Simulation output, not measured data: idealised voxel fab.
process module | voxel transistor to metal
cross-section cut | 195 nm wide | cells 5 nm
A cross-section is a grid of square cells, given in bands from the top down. A band is one or more rows of cells.
Each band's line starts with the height of the band's top and of its bottom, in nm. Then come its materials from left to right, each with its width in nm. One material with "throughout" fills the band from edge to edge. "air" is empty space.
Height 0 is the level under which the wafer as received is all one material. The lowest band goes on downwards, as in "0 down".
A width such as "30 to 40" changes by the same amount from each row of cells to the next, from the band's top row to its bottom row.
"no change" after a step means that no cell of the cross-section changed.
closed voids: empty space of 8 cells or more with no open way to the top, each as width x height at its distance from the left edge, in nm
after a step's settings: what the simulator itself notes on the step
overlay nm, on a step with a mask: how far to the right of its planned place the mask lay; to the left if negative
plan
1 op RECEIVE | material Si
2 op CONFORMAL_DEP | material SiO2 | thk nm 5
3 op CONFORMAL_DEP | material SiN | thk nm 10
4 op MASKED_ETCH | tone cover | mask id ACTIVE | width nm 115 | etch materials SiN | depth nm 10 | overlay nm 0
5 op MASKED_ETCH | tone cover | mask id ACTIVE | width nm 115 | etch materials SiO2 | depth nm 5 | overlay nm 0
6 op MASKED_ETCH | tone cover | mask id ACTIVE | width nm 115 | etch materials Si | depth nm 30 | overlay nm 0
7 op FILL_DEP | material SiO2 | thk nm 5
8 op CMP | height nm 15
9 op SELECTIVE_ETCH | etch materials SiO2 | depth nm 5
10 op STRIP | etch materials SiN
11 op SELECTIVE_ETCH | etch materials SiO2 | depth nm 5
12 op OXIDIZE | depth nm 5
13 op DIRECTIONAL_DEP | material polySi | thk nm 20
14 op DIRECTIONAL_DEP | material SiCN | thk nm 10
15 op PATTERN | tone cover | mask id GATE | material resist | width nm 25 | thk nm 15 | overlay nm 0
16 op DIRECTIONAL_ETCH | etch materials SiCN | depth nm 20
17 op DIRECTIONAL_ETCH | etch materials polySi | depth nm 30
18 op STRIP | etch materials resist
19 op CONFORMAL_DEP | material SiO2 | thk nm 5
20 op DIRECTIONAL_ETCH | etch materials SiO2 | depth nm 5
21 op CONFORMAL_DEP | material SiN | thk nm 10
22 op DIRECTIONAL_ETCH | etch materials SiN | depth nm 10
23 op DIRECTIONAL_ETCH | etch materials SiO2 | depth nm 5
24 op DIRECTIONAL_ETCH | etch materials Si | depth nm 15
25 op EPI | material SiGe | thk nm 15
26 op FILL_DEP | material SiO2 | thk nm 5
27 op CMP | height nm 20
28 op STRIP | etch materials polySi
29 op SELECTIVE_ETCH | etch materials SiO2 | depth nm 5
30 op CONFORMAL_DEP | material HfO2 | thk nm 5
31 op CONFORMAL_DEP | material TiN | thk nm 5
32 op FILL_DEP | material W | thk nm 10
33 op CMP | height nm 15
34 op DIRECTIONAL_DEP | material SiO2 | thk nm 15
35 op MASKED_ETCH | tone open | mask id CONTACT | width nm 15 | pitch nm 80 | etch materials SiO2 | depth nm 20 | overlay nm 0
36 op CONFORMAL_DEP | material TiN | thk nm 5
37 op FILL_DEP | material W | thk nm 10
38 op CMP | height nm 30
39 op CONFORMAL_DEP | material SiCN | thk nm 5
40 op DIRECTIONAL_DEP | material SiO2 | thk nm 25
41 op MASKED_ETCH | tone open | mask id METAL_1 | width nm 15 | pitch nm 80 | etch materials SiO2 | depth nm 25 | overlay nm 0
42 op MASKED_ETCH | tone open | mask id METAL_1 | width nm 15 | pitch nm 80 | etch materials SiCN | depth nm 5 | overlay nm 0
43 op CONFORMAL_DEP | material TiN | thk nm 5
44 op FILL_DEP | material Cu | thk nm 5
45 op CMP | height nm 60
46 op CONFORMAL_DEP | material SiCN | thk nm 5
47 op DIRECTIONAL_DEP | material lowk | thk nm 25
48 op MASKED_ETCH | tone open | mask id METAL_2 | width nm 15 | pitch nm 80 | etch materials lowk | depth nm 15 | overlay nm 0
49 op DIRECTIONAL_DEP | material aC | thk nm 10
50 op PATTERN | tone open | mask id METAL_2_HOLES | material resist | width nm 15 | pitch nm 80 | thk nm 30 | overlay nm 0
51 op DIRECTIONAL_ETCH | etch materials aC | depth nm 10
52 op STRIP | etch materials resist
53 op DIRECTIONAL_ETCH | etch materials lowk | depth nm 10
54 op DIRECTIONAL_ETCH | etch materials SiCN | depth nm 5
55 op STRIP | etch materials aC
56 op CONFORMAL_DEP | material TiN | thk nm 5
57 op FILL_DEP | material Cu | thk nm 10
58 op CMP | height nm 90
59 op CONFORMAL_DEP | material SiN | thk nm 5
first wafer, as planned
as received, after step 1
  0 down: Si throughout
  closed voids: none
after step 2
  5 to 0: SiO2 throughout
  below 0: unchanged
after step 3
  15 to 5: SiN throughout
  below 5: unchanged
after step 4
  15 to 5: air 40 | SiN 115 | air 40
  below 5: unchanged
after step 5
  15 to 5: air 40 | SiN 115 | air 40
  5 to 0: air 40 | SiO2 115 | air 40
  below 0: unchanged
after step 6
  15 to 5: air 40 | SiN 115 | air 40
  5 to 0: air 40 | SiO2 115 | air 40
  0 to -30: air 40 | Si 115 | air 40
  below -30: unchanged
after step 7
  20 to 15: SiO2 throughout
  15 to 5: SiO2 40 | SiN 115 | SiO2 40
  5 to 0: SiO2 throughout
  0 to -30: SiO2 40 | Si 115 | SiO2 40
  below -30: unchanged
after step 8
  15 to 5: SiO2 40 | SiN 115 | SiO2 40
  below 5: unchanged
after step 9
  15 to 10: air 40 | SiN 115 | air 40
  below 10: unchanged
after step 10
  10 to 5: SiO2 40 | air 115 | SiO2 40
  below 5: unchanged
after step 11
  5 to 0: SiO2 35 | air 125 | SiO2 35
  below 0: unchanged
after step 12
  5 to 0: SiO2 35 | air 125 | SiO2 35
  0 to -5: SiO2 throughout
  below -5: unchanged
after step 13
  25 to 20: polySi 35 | air 125 | polySi 35
  20 to 5: polySi throughout
  5 to 0: SiO2 35 | polySi 125 | SiO2 35
  below 0: unchanged
after step 14
  35 to 30: SiCN 35 | air 125 | SiCN 35
  30 to 25: SiCN throughout
  25 to 20: polySi 35 | SiCN 125 | polySi 35
  below 20: unchanged
after step 15
  50 to 35: air 85 | resist 25 | air 85
  35 to 30: SiCN 35 | air 50 | resist 25 | air 50 | SiCN 35
  below 30: unchanged
after step 16
  50 to 30: air 85 | resist 25 | air 85
  30 to 25: air 85 | SiCN 25 | air 85
  25 to 20: polySi 35 | air 50 | SiCN 25 | air 50 | polySi 35
  below 20: unchanged
after step 17
  50 to 30: air 85 | resist 25 | air 85
  30 to 20: air 85 | SiCN 25 | air 85
  20 to 5: air 85 | polySi 25 | air 85
  5 to 0: SiO2 35 | air 50 | polySi 25 | air 50 | SiO2 35
  below 0: unchanged
after step 18
  30 to 20: air 85 | SiCN 25 | air 85
  below 20: unchanged
after step 19
  35 to 30: air 80 | SiO2 35 | air 80
  30 to 20: air 80 | SiO2 5 | SiCN 25 | SiO2 5 | air 80
  20 to 10: air 80 | SiO2 5 | polySi 25 | SiO2 5 | air 80
  10 to 5: SiO2 40 | air 40 | SiO2 5 | polySi 25 | SiO2 5 | air 40 | SiO2 40
  5 to 0: SiO2 85 | polySi 25 | SiO2 85
  below 0: unchanged
after step 20
  30 to 20: air 80 | SiO2 5 | SiCN 25 | SiO2 5 | air 80
  20 to 5: air 80 | SiO2 5 | polySi 25 | SiO2 5 | air 80
  5 to 0: SiO2 40 | air 40 | SiO2 5 | polySi 25 | SiO2 5 | air 40 | SiO2 40
  below 0: unchanged
after step 21
  40 to 30: air 70 | SiN 55 | air 70
  30 to 20: air 70 | SiN 10 | SiO2 5 | SiCN 25 | SiO2 5 | SiN 10 | air 70
  20 to 15: air 70 | SiN 10 | SiO2 5 | polySi 25 | SiO2 5 | SiN 10 | air 70
  15 to 10: SiN 50 | air 20 | SiN 10 | SiO2 5 | polySi 25 | SiO2 5 | SiN 10 | air 20 | SiN 50
  10 to 5: SiN 80 | SiO2 5 | polySi 25 | SiO2 5 | SiN 80
  5 to 0: SiO2 40 | SiN 40 | SiO2 5 | polySi 25 | SiO2 5 | SiN 40 | SiO2 40
  below 0: unchanged
after step 22
  30 to 20: air 70 | SiN 10 | SiO2 5 | SiCN 25 | SiO2 5 | SiN 10 | air 70
  20 to 5: air 70 | SiN 10 | SiO2 5 | polySi 25 | SiO2 5 | SiN 10 | air 70
  5 to 0: SiO2 40 | SiN 10 | air 20 | SiN 10 | SiO2 5 | polySi 25 | SiO2 5 | SiN 10 | air 20 | SiN 10 | SiO2 40
  below 0: unchanged
after step 23
  30 to 25: air 70 | SiN 10 | air 5 | SiCN 25 | air 5 | SiN 10 | air 70
  25 to 20: air 70 | SiN 10 | SiO2 5 | SiCN 25 | SiO2 5 | SiN 10 | air 70
  20 to 5: air 70 | SiN 10 | SiO2 5 | polySi 25 | SiO2 5 | SiN 10 | air 70
  5 to 0: air 40 | SiN 10 | air 20 | SiN 10 | SiO2 5 | polySi 25 | SiO2 5 | SiN 10 | air 20 | SiN 10 | air 40
  0 to -5: SiO2 50 | air 20 | SiO2 55 | air 20 | SiO2 50
  below -5: unchanged
after step 24
  30 to 25: air 70 | SiN 10 | air 5 | SiCN 25 | air 5 | SiN 10 | air 70
  25 to 20: air 70 | SiN 10 | SiO2 5 | SiCN 25 | SiO2 5 | SiN 10 | air 70
  20 to 5: air 70 | SiN 10 | SiO2 5 | polySi 25 | SiO2 5 | SiN 10 | air 70
  5 to 0: air 40 | SiN 10 | air 20 | SiN 10 | SiO2 5 | polySi 25 | SiO2 5 | SiN 10 | air 20 | SiN 10 | air 40
  0 to -5: SiO2 50 | air 20 | SiO2 55 | air 20 | SiO2 50
  -5 to -20: SiO2 40 | Si 10 | air 20 | Si 55 | air 20 | Si 10 | SiO2 40
  below -20: unchanged
after step 25
  30 to 25: air 70 | SiN 10 | air 5 | SiCN 25 | air 5 | SiN 10 | air 70
  25 to 20: air 70 | SiN 10 | SiO2 5 | SiCN 25 | SiO2 5 | SiN 10 | air 70
  20 to 10: air 70 | SiN 10 | SiO2 5 | polySi 25 | SiO2 5 | SiN 10 | air 70
  10 to 5: air 45 | SiGe 25 | SiN 10 | SiO2 5 | polySi 25 | SiO2 5 | SiN 10 | SiGe 25 | air 45
  5 to 0: air 40 | SiN 10 | SiGe 20 | SiN 10 | SiO2 5 | polySi 25 | SiO2 5 | SiN 10 | SiGe 20 | SiN 10 | air 40
  0 to -5: SiO2 50 | SiGe 20 | SiO2 55 | SiGe 20 | SiO2 50
  -5 to -20: SiO2 40 | Si 10 | SiGe 20 | Si 55 | SiGe 20 | Si 10 | SiO2 40
  below -20: unchanged
after step 26
  35 to 30: SiO2 throughout
  30 to 20: SiO2 70 | SiN 10 | SiO2 5 | SiCN 25 | SiO2 5 | SiN 10 | SiO2 70
  20 to 10: SiO2 70 | SiN 10 | SiO2 5 | polySi 25 | SiO2 5 | SiN 10 | SiO2 70
  10 to 5: SiO2 45 | SiGe 25 | SiN 10 | SiO2 5 | polySi 25 | SiO2 5 | SiN 10 | SiGe 25 | SiO2 45
  5 to 0: SiO2 40 | SiN 10 | SiGe 20 | SiN 10 | SiO2 5 | polySi 25 | SiO2 5 | SiN 10 | SiGe 20 | SiN 10 | SiO2 40
  below 0: unchanged
after step 27
  20 to 10: SiO2 70 | SiN 10 | SiO2 5 | polySi 25 | SiO2 5 | SiN 10 | SiO2 70
  below 10: unchanged
after step 28
  20 to 10: SiO2 70 | SiN 10 | SiO2 5 | air 25 | SiO2 5 | SiN 10 | SiO2 70
  10 to 5: SiO2 45 | SiGe 25 | SiN 10 | SiO2 5 | air 25 | SiO2 5 | SiN 10 | SiGe 25 | SiO2 45
  5 to 0: SiO2 40 | SiN 10 | SiGe 20 | SiN 10 | SiO2 5 | air 25 | SiO2 5 | SiN 10 | SiGe 20 | SiN 10 | SiO2 40
  below 0: unchanged
after step 29
  20 to 15: air 70 | SiN 10 | air 35 | SiN 10 | air 70
  15 to 10: SiO2 70 | SiN 10 | air 35 | SiN 10 | SiO2 70
  10 to 5: SiO2 45 | SiGe 25 | SiN 10 | air 35 | SiN 10 | SiGe 25 | SiO2 45
  5 to 0: SiO2 40 | SiN 10 | SiGe 20 | SiN 10 | air 35 | SiN 10 | SiGe 20 | SiN 10 | SiO2 40
  0 to -5: SiO2 50 | SiGe 20 | SiO2 10 | air 35 | SiO2 10 | SiGe 20 | SiO2 50
  below -5: unchanged
after step 30
  25 to 20: air 65 | HfO2 20 | air 25 | HfO2 20 | air 65
  20 to 15: HfO2 70 | SiN 10 | HfO2 5 | air 25 | HfO2 5 | SiN 10 | HfO2 70
  15 to 10: SiO2 70 | SiN 10 | HfO2 5 | air 25 | HfO2 5 | SiN 10 | SiO2 70
  10 to 5: SiO2 45 | SiGe 25 | SiN 10 | HfO2 5 | air 25 | HfO2 5 | SiN 10 | SiGe 25 | SiO2 45
  5 to 0: SiO2 40 | SiN 10 | SiGe 20 | SiN 10 | HfO2 5 | air 25 | HfO2 5 | SiN 10 | SiGe 20 | SiN 10 | SiO2 40
  0 to -5: SiO2 50 | SiGe 20 | SiO2 10 | HfO2 35 | SiO2 10 | SiGe 20 | SiO2 50
  below -5: unchanged
after step 31
  30 to 25: air 60 | TiN 30 | air 15 | TiN 30 | air 60
  25 to 20: TiN 65 | HfO2 20 | TiN 5 | air 15 | TiN 5 | HfO2 20 | TiN 65
  20 to 15: HfO2 70 | SiN 10 | HfO2 5 | TiN 5 | air 15 | TiN 5 | HfO2 5 | SiN 10 | HfO2 70
  15 to 10: SiO2 70 | SiN 10 | HfO2 5 | TiN 5 | air 15 | TiN 5 | HfO2 5 | SiN 10 | SiO2 70
  10 to 5: SiO2 45 | SiGe 25 | SiN 10 | HfO2 5 | TiN 5 | air 15 | TiN 5 | HfO2 5 | SiN 10 | SiGe 25 | SiO2 45
  5 to 0: SiO2 40 | SiN 10 | SiGe 20 | SiN 10 | HfO2 5 | TiN 25 | HfO2 5 | SiN 10 | SiGe 20 | SiN 10 | SiO2 40
  below 0: unchanged
after step 32
  40 to 30: W throughout
  30 to 25: W 60 | TiN 30 | W 15 | TiN 30 | W 60
  25 to 20: TiN 65 | HfO2 20 | TiN 5 | W 15 | TiN 5 | HfO2 20 | TiN 65
  20 to 15: HfO2 70 | SiN 10 | HfO2 5 | TiN 5 | W 15 | TiN 5 | HfO2 5 | SiN 10 | HfO2 70
  15 to 10: SiO2 70 | SiN 10 | HfO2 5 | TiN 5 | W 15 | TiN 5 | HfO2 5 | SiN 10 | SiO2 70
  10 to 5: SiO2 45 | SiGe 25 | SiN 10 | HfO2 5 | TiN 5 | W 15 | TiN 5 | HfO2 5 | SiN 10 | SiGe 25 | SiO2 45
  below 5: unchanged
after step 33
  15 to 10: SiO2 70 | SiN 10 | HfO2 5 | TiN 5 | W 15 | TiN 5 | HfO2 5 | SiN 10 | SiO2 70
  below 10: unchanged
after step 34
  30 to 15: SiO2 throughout
  below 15: unchanged
after step 35
  30 to 15: SiO2 50 | air 15 | SiO2 65 | air 15 | SiO2 50
  15 to 10: SiO2 50 | air 15 | SiO2 5 | SiN 10 | HfO2 5 | TiN 5 | W 15 | TiN 5 | HfO2 5 | SiN 10 | SiO2 5 | air 15 | SiO2 50
  below 10: unchanged
after step 36
  35 to 30: TiN 55 | air 5 | TiN 75 | air 5 | TiN 55
  30 to 15: SiO2 50 | TiN 5 | air 5 | TiN 5 | SiO2 65 | TiN 5 | air 5 | TiN 5 | SiO2 50
  15 to 10: SiO2 50 | TiN 15 | SiO2 5 | SiN 10 | HfO2 5 | TiN 5 | W 15 | TiN 5 | HfO2 5 | SiN 10 | SiO2 5 | TiN 15 | SiO2 50
  below 10: unchanged
after step 37
  45 to 35: W throughout
  35 to 30: TiN 55 | W 5 | TiN 75 | W 5 | TiN 55
  30 to 15: SiO2 50 | TiN 5 | W 5 | TiN 5 | SiO2 65 | TiN 5 | W 5 | TiN 5 | SiO2 50
  below 15: unchanged
after step 38
  30 to 15: SiO2 50 | TiN 5 | W 5 | TiN 5 | SiO2 65 | TiN 5 | W 5 | TiN 5 | SiO2 50
  below 15: unchanged
after step 39
  35 to 30: SiCN throughout
  below 30: unchanged
after step 40
  60 to 35: SiO2 throughout
  below 35: unchanged
after step 41
  60 to 35: SiO2 50 | air 15 | SiO2 65 | air 15 | SiO2 50
  below 35: unchanged
after step 42
  60 to 35: SiO2 50 | air 15 | SiO2 65 | air 15 | SiO2 50
  35 to 30: SiCN 50 | air 15 | SiCN 65 | air 15 | SiCN 50
  below 30: unchanged
after step 43
  65 to 60: TiN 55 | air 5 | TiN 75 | air 5 | TiN 55
  60 to 35: SiO2 50 | TiN 5 | air 5 | TiN 5 | SiO2 65 | TiN 5 | air 5 | TiN 5 | SiO2 50
  35 to 30: SiCN 50 | TiN 15 | SiCN 65 | TiN 15 | SiCN 50
  below 30: unchanged
after step 44
  70 to 65: Cu throughout
  65 to 60: TiN 55 | Cu 5 | TiN 75 | Cu 5 | TiN 55
  60 to 35: SiO2 50 | TiN 5 | Cu 5 | TiN 5 | SiO2 65 | TiN 5 | Cu 5 | TiN 5 | SiO2 50
  below 35: unchanged
after step 45
  60 to 35: SiO2 50 | TiN 5 | Cu 5 | TiN 5 | SiO2 65 | TiN 5 | Cu 5 | TiN 5 | SiO2 50
  below 35: unchanged
after step 46
  65 to 60: SiCN throughout
  below 60: unchanged
after step 47
  90 to 65: lowk throughout
  below 65: unchanged
after step 48
  90 to 75: lowk 50 | air 15 | lowk 65 | air 15 | lowk 50
  below 75: unchanged
after step 49
  100 to 90: aC 50 | air 15 | aC 65 | air 15 | aC 50
  90 to 85: lowk 50 | air 15 | lowk 65 | air 15 | lowk 50
  85 to 75: lowk 50 | aC 15 | lowk 65 | aC 15 | lowk 50
  below 75: unchanged
after step 50
  130 to 100: resist 50 | air 15 | resist 65 | air 15 | resist 50
  below 100: unchanged
after step 51
  120 to 100: resist 50 | air 15 | resist 65 | air 15 | resist 50
  100 to 90: aC 50 | air 15 | aC 65 | air 15 | aC 50
  90 to 75: lowk 50 | air 15 | lowk 65 | air 15 | lowk 50
  below 75: unchanged
after step 52
  100 to 90: aC 50 | air 15 | aC 65 | air 15 | aC 50
  below 90: unchanged
after step 53
  100 to 90: aC 50 | air 15 | aC 65 | air 15 | aC 50
  90 to 65: lowk 50 | air 15 | lowk 65 | air 15 | lowk 50
  below 65: unchanged
after step 54
  100 to 90: aC 50 | air 15 | aC 65 | air 15 | aC 50
  90 to 65: lowk 50 | air 15 | lowk 65 | air 15 | lowk 50
  65 to 60: SiCN 50 | air 15 | SiCN 65 | air 15 | SiCN 50
  below 60: unchanged
after step 55
  90 to 65: lowk 50 | air 15 | lowk 65 | air 15 | lowk 50
  below 65: unchanged
after step 56
  95 to 90: TiN 55 | air 5 | TiN 75 | air 5 | TiN 55
  90 to 65: lowk 50 | TiN 5 | air 5 | TiN 5 | lowk 65 | TiN 5 | air 5 | TiN 5 | lowk 50
  65 to 60: SiCN 50 | TiN 15 | SiCN 65 | TiN 15 | SiCN 50
  below 60: unchanged
after step 57
  105 to 95: Cu throughout
  95 to 90: TiN 55 | Cu 5 | TiN 75 | Cu 5 | TiN 55
  90 to 65: lowk 50 | TiN 5 | Cu 5 | TiN 5 | lowk 65 | TiN 5 | Cu 5 | TiN 5 | lowk 50
  below 65: unchanged
after step 58
  90 to 65: lowk 50 | TiN 5 | Cu 5 | TiN 5 | lowk 65 | TiN 5 | Cu 5 | TiN 5 | lowk 50
  below 65: unchanged
after step 59
  95 to 90: SiN throughout
  below 90: unchanged
second wafer: like start, like plan, one mistake. Through step 19 it matches the first wafer
when step 20 should have ended
  30 to 20: air 85 | SiCN 25 | air 85
  20 to 0: air 80 | SiO2 5 | polySi 25 | SiO2 5 | air 80
  0 to -5: air 80 | SiO2 35 | air 80
  below -5: unchanged
when step 21 should have ended
  40 to 30: air 75 | SiN 45 | air 75
  30 to 20: air 70 | SiN 15 | SiCN 25 | SiN 15 | air 70
  20 to 5: air 70 | SiN 10 | SiO2 5 | polySi 25 | SiO2 5 | SiN 10 | air 70
  5 to 0: SiN 80 | SiO2 5 | polySi 25 | SiO2 5 | SiN 80
  0 to -5: SiN 80 | SiO2 35 | SiN 80
  below -5: unchanged
when step 22 should have ended
  30 to 20: air 75 | SiN 10 | SiCN 25 | SiN 10 | air 75
  20 to 0: air 70 | SiN 10 | SiO2 5 | polySi 25 | SiO2 5 | SiN 10 | air 70
  0 to -5: air 70 | SiN 10 | SiO2 35 | SiN 10 | air 70
  below -5: unchanged
when step 23 should have ended
  30 to 20: air 75 | SiN 10 | SiCN 25 | SiN 10 | air 75
  20 to 0: air 70 | SiN 10 | SiO2 5 | polySi 25 | SiO2 5 | SiN 10 | air 70
  0 to -5: air 70 | SiN 10 | SiO2 35 | SiN 10 | air 70
  -5 to -10: air 40 | Si 115 | air 40
  below -10: unchanged
when step 24 should have ended
  30 to 20: air 75 | SiN 10 | SiCN 25 | SiN 10 | air 75
  20 to 0: air 70 | SiN 10 | SiO2 5 | polySi 25 | SiO2 5 | SiN 10 | air 70
  0 to -5: air 70 | SiN 10 | SiO2 35 | SiN 10 | air 70
  -5 to -10: air 70 | Si 55 | air 70
  -10 to -20: SiO2 40 | air 30 | Si 55 | air 30 | SiO2 40
  below -20: unchanged
when step 25 should have ended
  30 to 20: air 75 | SiN 10 | SiCN 25 | SiN 10 | air 75
  20 to 10: air 70 | SiN 10 | SiO2 5 | polySi 25 | SiO2 5 | SiN 10 | air 70
  10 to 0: air 55 | SiGe 15 | SiN 10 | SiO2 5 | polySi 25 | SiO2 5 | SiN 10 | SiGe 15 | air 55
  0 to -5: air 55 | SiGe 15 | SiN 10 | SiO2 35 | SiN 10 | SiGe 15 | air 55
  -5 to -10: air 35 | SiGe 35 | Si 55 | SiGe 35 | air 35
  -10 to -20: SiO2 40 | SiGe 30 | Si 55 | SiGe 30 | SiO2 40
  below -20: unchanged
when step 26 should have ended
  35 to 30: SiO2 throughout
  30 to 20: SiO2 75 | SiN 10 | SiCN 25 | SiN 10 | SiO2 75
  20 to 10: SiO2 70 | SiN 10 | SiO2 5 | polySi 25 | SiO2 5 | SiN 10 | SiO2 70
  10 to 0: SiO2 55 | SiGe 15 | SiN 10 | SiO2 5 | polySi 25 | SiO2 5 | SiN 10 | SiGe 15 | SiO2 55
  0 to -5: SiO2 55 | SiGe 15 | SiN 10 | SiO2 35 | SiN 10 | SiGe 15 | SiO2 55
  -5 to -10: SiO2 35 | SiGe 35 | Si 55 | SiGe 35 | SiO2 35
  below -10: unchanged
when step 27 should have ended
  20 to 10: SiO2 70 | SiN 10 | SiO2 5 | polySi 25 | SiO2 5 | SiN 10 | SiO2 70
  below 10: unchanged
when step 28 should have ended
  20 to 10: SiO2 70 | SiN 10 | SiO2 5 | air 25 | SiO2 5 | SiN 10 | SiO2 70
  10 to 0: SiO2 55 | SiGe 15 | SiN 10 | SiO2 5 | air 25 | SiO2 5 | SiN 10 | SiGe 15 | SiO2 55
  below 0: unchanged
when step 29 should have ended
  20 to 15: air 70 | SiN 10 | air 35 | SiN 10 | air 70
  15 to 10: SiO2 70 | SiN 10 | air 35 | SiN 10 | SiO2 70
  10 to -5: SiO2 55 | SiGe 15 | SiN 10 | air 35 | SiN 10 | SiGe 15 | SiO2 55
  below -5: unchanged
when step 30 should have ended
  25 to 20: air 65 | HfO2 20 | air 25 | HfO2 20 | air 65
  20 to 15: HfO2 70 | SiN 10 | HfO2 5 | air 25 | HfO2 5 | SiN 10 | HfO2 70
  15 to 10: SiO2 70 | SiN 10 | HfO2 5 | air 25 | HfO2 5 | SiN 10 | SiO2 70
  10 to 0: SiO2 55 | SiGe 15 | SiN 10 | HfO2 5 | air 25 | HfO2 5 | SiN 10 | SiGe 15 | SiO2 55
  0 to -5: SiO2 55 | SiGe 15 | SiN 10 | HfO2 35 | SiN 10 | SiGe 15 | SiO2 55
  below -5: unchanged
when step 31 should have ended
  30 to 25: air 60 | TiN 30 | air 15 | TiN 30 | air 60
  25 to 20: TiN 65 | HfO2 20 | TiN 5 | air 15 | TiN 5 | HfO2 20 | TiN 65
  20 to 15: HfO2 70 | SiN 10 | HfO2 5 | TiN 5 | air 15 | TiN 5 | HfO2 5 | SiN 10 | HfO2 70
  15 to 10: SiO2 70 | SiN 10 | HfO2 5 | TiN 5 | air 15 | TiN 5 | HfO2 5 | SiN 10 | SiO2 70
  10 to 5: SiO2 55 | SiGe 15 | SiN 10 | HfO2 5 | TiN 5 | air 15 | TiN 5 | HfO2 5 | SiN 10 | SiGe 15 | SiO2 55
  5 to 0: SiO2 55 | SiGe 15 | SiN 10 | HfO2 5 | TiN 25 | HfO2 5 | SiN 10 | SiGe 15 | SiO2 55
  below 0: unchanged
when step 32 should have ended
  40 to 30: W throughout
  30 to 25: W 60 | TiN 30 | W 15 | TiN 30 | W 60
  25 to 20: TiN 65 | HfO2 20 | TiN 5 | W 15 | TiN 5 | HfO2 20 | TiN 65
  20 to 15: HfO2 70 | SiN 10 | HfO2 5 | TiN 5 | W 15 | TiN 5 | HfO2 5 | SiN 10 | HfO2 70
  15 to 10: SiO2 70 | SiN 10 | HfO2 5 | TiN 5 | W 15 | TiN 5 | HfO2 5 | SiN 10 | SiO2 70
  10 to 5: SiO2 55 | SiGe 15 | SiN 10 | HfO2 5 | TiN 5 | W 15 | TiN 5 | HfO2 5 | SiN 10 | SiGe 15 | SiO2 55
  below 5: unchanged
when step 33 should have ended
  15 to 10: SiO2 70 | SiN 10 | HfO2 5 | TiN 5 | W 15 | TiN 5 | HfO2 5 | SiN 10 | SiO2 70
  below 10: unchanged
when step 34 should have ended
  30 to 15: SiO2 throughout
  below 15: unchanged
when step 35 should have ended
  30 to 15: SiO2 50 | air 15 | SiO2 65 | air 15 | SiO2 50
  15 to 10: SiO2 50 | air 15 | SiO2 5 | SiN 10 | HfO2 5 | TiN 5 | W 15 | TiN 5 | HfO2 5 | SiN 10 | SiO2 5 | air 15 | SiO2 50
  below 10: unchanged
when step 36 should have ended
  35 to 30: TiN 55 | air 5 | TiN 75 | air 5 | TiN 55
  30 to 15: SiO2 50 | TiN 5 | air 5 | TiN 5 | SiO2 65 | TiN 5 | air 5 | TiN 5 | SiO2 50
  15 to 10: SiO2 50 | TiN 15 | SiO2 5 | SiN 10 | HfO2 5 | TiN 5 | W 15 | TiN 5 | HfO2 5 | SiN 10 | SiO2 5 | TiN 15 | SiO2 50
  below 10: unchanged
when step 37 should have ended
  45 to 35: W throughout
  35 to 30: TiN 55 | W 5 | TiN 75 | W 5 | TiN 55
  30 to 15: SiO2 50 | TiN 5 | W 5 | TiN 5 | SiO2 65 | TiN 5 | W 5 | TiN 5 | SiO2 50
  below 15: unchanged
when step 38 should have ended
  30 to 15: SiO2 50 | TiN 5 | W 5 | TiN 5 | SiO2 65 | TiN 5 | W 5 | TiN 5 | SiO2 50
  below 15: unchanged
when step 39 should have ended
  35 to 30: SiCN throughout
  below 30: unchanged
when step 40 should have ended
  60 to 35: SiO2 throughout
  below 35: unchanged
when step 41 should have ended
  60 to 35: SiO2 50 | air 15 | SiO2 65 | air 15 | SiO2 50
  below 35: unchanged
when step 42 should have ended
  60 to 35: SiO2 50 | air 15 | SiO2 65 | air 15 | SiO2 50
  35 to 30: SiCN 50 | air 15 | SiCN 65 | air 15 | SiCN 50
  below 30: unchanged
when step 43 should have ended
  65 to 60: TiN 55 | air 5 | TiN 75 | air 5 | TiN 55
  60 to 35: SiO2 50 | TiN 5 | air 5 | TiN 5 | SiO2 65 | TiN 5 | air 5 | TiN 5 | SiO2 50
  35 to 30: SiCN 50 | TiN 15 | SiCN 65 | TiN 15 | SiCN 50
  below 30: unchanged
when step 44 should have ended
  70 to 65: Cu throughout
  65 to 60: TiN 55 | Cu 5 | TiN 75 | Cu 5 | TiN 55
  60 to 35: SiO2 50 | TiN 5 | Cu 5 | TiN 5 | SiO2 65 | TiN 5 | Cu 5 | TiN 5 | SiO2 50
  below 35: unchanged
when step 45 should have ended
  60 to 35: SiO2 50 | TiN 5 | Cu 5 | TiN 5 | SiO2 65 | TiN 5 | Cu 5 | TiN 5 | SiO2 50
  below 35: unchanged
when step 46 should have ended
  65 to 60: SiCN throughout
  below 60: unchanged
when step 47 should have ended
  90 to 65: lowk throughout
  below 65: unchanged
when step 48 should have ended
  90 to 75: lowk 50 | air 15 | lowk 65 | air 15 | lowk 50
  below 75: unchanged
when step 49 should have ended
  100 to 90: aC 50 | air 15 | aC 65 | air 15 | aC 50
  90 to 85: lowk 50 | air 15 | lowk 65 | air 15 | lowk 50
  85 to 75: lowk 50 | aC 15 | lowk 65 | aC 15 | lowk 50
  below 75: unchanged
when step 50 should have ended
  130 to 100: resist 50 | air 15 | resist 65 | air 15 | resist 50
  below 100: unchanged
when step 51 should have ended
  120 to 100: resist 50 | air 15 | resist 65 | air 15 | resist 50
  100 to 90: aC 50 | air 15 | aC 65 | air 15 | aC 50
  90 to 75: lowk 50 | air 15 | lowk 65 | air 15 | lowk 50
  below 75: unchanged
when step 52 should have ended
  100 to 90: aC 50 | air 15 | aC 65 | air 15 | aC 50
  below 90: unchanged
when step 53 should have ended
  100 to 90: aC 50 | air 15 | aC 65 | air 15 | aC 50
  90 to 65: lowk 50 | air 15 | lowk 65 | air 15 | lowk 50
  below 65: unchanged
when step 54 should have ended
  100 to 90: aC 50 | air 15 | aC 65 | air 15 | aC 50
  90 to 65: lowk 50 | air 15 | lowk 65 | air 15 | lowk 50
  65 to 60: SiCN 50 | air 15 | SiCN 65 | air 15 | SiCN 50
  below 60: unchanged
when step 55 should have ended
  90 to 65: lowk 50 | air 15 | lowk 65 | air 15 | lowk 50
  below 65: unchanged
when step 56 should have ended
  95 to 90: TiN 55 | air 5 | TiN 75 | air 5 | TiN 55
  90 to 65: lowk 50 | TiN 5 | air 5 | TiN 5 | lowk 65 | TiN 5 | air 5 | TiN 5 | lowk 50
  65 to 60: SiCN 50 | TiN 15 | SiCN 65 | TiN 15 | SiCN 50
  below 60: unchanged
when step 57 should have ended
  105 to 95: Cu throughout
  95 to 90: TiN 55 | Cu 5 | TiN 75 | Cu 5 | TiN 55
  90 to 65: lowk 50 | TiN 5 | Cu 5 | TiN 5 | lowk 65 | TiN 5 | Cu 5 | TiN 5 | lowk 50
  below 65: unchanged
when step 58 should have ended
  90 to 65: lowk 50 | TiN 5 | Cu 5 | TiN 5 | lowk 65 | TiN 5 | Cu 5 | TiN 5 | lowk 50
  below 65: unchanged
when step 59 should have ended
  95 to 90: SiN throughout
  below 90: unchanged
what went wrong: step 20 ran as: op DIRECTIONAL_ETCH | etch materials SiO2 | depth nm 15
at the end the second wafer has, in cells: 12 fewer of Si | 6 more of SiGe | 6 more of SiO2
